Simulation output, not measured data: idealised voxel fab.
process module | voxel spacer lines
cross-section cut | 140 nm wide | cells 5 nm
A cross-section is a grid of square cells, given in bands from the top down. A band is one or more rows of cells.
Each band's line starts with the height of the band's top and of its bottom, in nm. Then come its materials from left to right, each with its width in nm. One material with "throughout" fills the band from edge to edge. "air" is empty space.
Height 0 is the level under which the wafer as received is all one material. The lowest band goes on downwards, as in "0 down".
A width such as "30 to 40" changes by the same amount from each row of cells to the next, from the band's top row to its bottom row.
"no change" after a step means that no cell of the cross-section changed.
closed voids: empty space of 8 cells or more with no open way to the top, each as width x height at its distance from the left edge, in nm
after a step's settings: what the simulator itself notes on the step
overlay nm, on a step with a mask: how far to the right of its planned place the mask lay; to the left if negative
plan
1 op RECEIVE | material Si
2 op CONFORMAL_DEP | material SiO2 | thk nm 5
3 op DIRECTIONAL_DEP | material W | thk nm 20
4 op DIRECTIONAL_DEP | material aC | thk nm 30
5 op PATTERN | tone cover | mask id MANDREL | material resist | width nm 25 | pitch nm 80 | thk nm 40 | overlay nm 0
6 op DIRECTIONAL_ETCH | etch materials aC | depth nm 30
7 op STRIP | etch materials resist
8 op CONFORMAL_DEP | material SiN | thk nm 15
9 op DIRECTIONAL_ETCH | etch materials SiN | depth nm 15
10 op STRIP | etch materials aC
11 op DIRECTIONAL_ETCH | etch materials W | depth nm 20
12 op STRIP | etch materials SiN
13 op FILL_DEP | material SiO2 | thk nm 5
14 op CMP | height nm 25
first wafer, as planned
as received, after step 1
  0 down: Si throughout
  closed voids: none
after step 2
  5 to 0: SiO2 throughout
  below 0: unchanged
after step 3
  25 to 5: W throughout
  below 5: unchanged
after step 4
  55 to 25: aC throughout
  below 25: unchanged
after step 5
  95 to 55: air 15 | resist 25 | air 55 | resist 25 | air 20
  below 55: unchanged
after step 6
  65 to 55: air 15 | resist 25 | air 55 | resist 25 | air 20
  55 to 25: air 15 | aC 25 | air 55 | aC 25 | air 20
  below 25: unchanged
after step 7
  55 to 25: air 15 | aC 25 | air 55 | aC 25 | air 20
  below 25: unchanged
after step 8
  70 to 55: SiN 55 | air 25 | SiN 55 | air 5
  55 to 40: SiN 15 | aC 25 | SiN 15 | air 25 | SiN 15 | aC 25 | SiN 15 | air 5
  40 to 25: SiN 15 | aC 25 | SiN 55 | aC 25 | SiN 20
  below 25: unchanged
after step 9
  55 to 25: SiN 15 | aC 25 | SiN 15 | air 25 | SiN 15 | aC 25 | SiN 15 | air 5
  below 25: unchanged
after step 10
  55 to 25: SiN 15 | air 25 | SiN 15 | air 25 | SiN 15 | air 25 | SiN 15 | air 5
  below 25: unchanged
after step 11
  55 to 25: SiN 15 | air 25 | SiN 15 | air 25 | SiN 15 | air 25 | SiN 15 | air 5
  25 to 5: W 15 | air 25 | W 15 | air 25 | W 15 | air 25 | W 15 | air 5
  below 5: unchanged
after step 12
  25 to 5: W 15 | air 25 | W 15 | air 25 | W 15 | air 25 | W 15 | air 5
  below 5: unchanged
after step 13
  30 to 25: SiO2 throughout
  25 to 5: W 15 | SiO2 25 | W 15 | SiO2 25 | W 15 | SiO2 25 | W 15 | SiO2 5
  below 5: unchanged
after step 14
  25 to 5: W 15 | SiO2 25 | W 15 | SiO2 25 | W 15 | SiO2 25 | W 15 | SiO2 5
  below 5: unchanged
second wafer: like start, like plan, one mistake. Through step 2 it matches the first wafer
when step 3 should have ended
  35 to 5: aC throughout
  below 5: unchanged
when step 4 should have ended
  55 to 35: W throughout
  below 35: unchanged
when step 5 should have ended
  95 to 55: air 15 | resist 25 | air 55 | resist 25 | air 20
  below 55: unchanged
when step 6 should have ended
  65 to 55: air 15 | resist 25 | air 55 | resist 25 | air 20
  below 55: unchanged
when step 7 should have ended
  55 to 35: W throughout
  below 35: unchanged
when step 8 should have ended
  70 to 55: SiN throughout
  below 55: unchanged
when step 9 should have ended
  55 to 35: W throughout
  below 35: unchanged
when step 10 should have ended: no change
when step 11 should have ended
  35 to 5: aC throughout
  below 5: unchanged
when step 12 should have ended: no change
when step 13 should have ended
  40 to 35: SiO2 throughout
  below 35: unchanged
when step 14 should have ended
  25 to 5: aC throughout
  below 5: unchanged
what went wrong: steps 3 and 4 were swapped
at the end the second wafer has, in cells: 64 fewer of SiO2 | 48 fewer of W | 112 more of aC
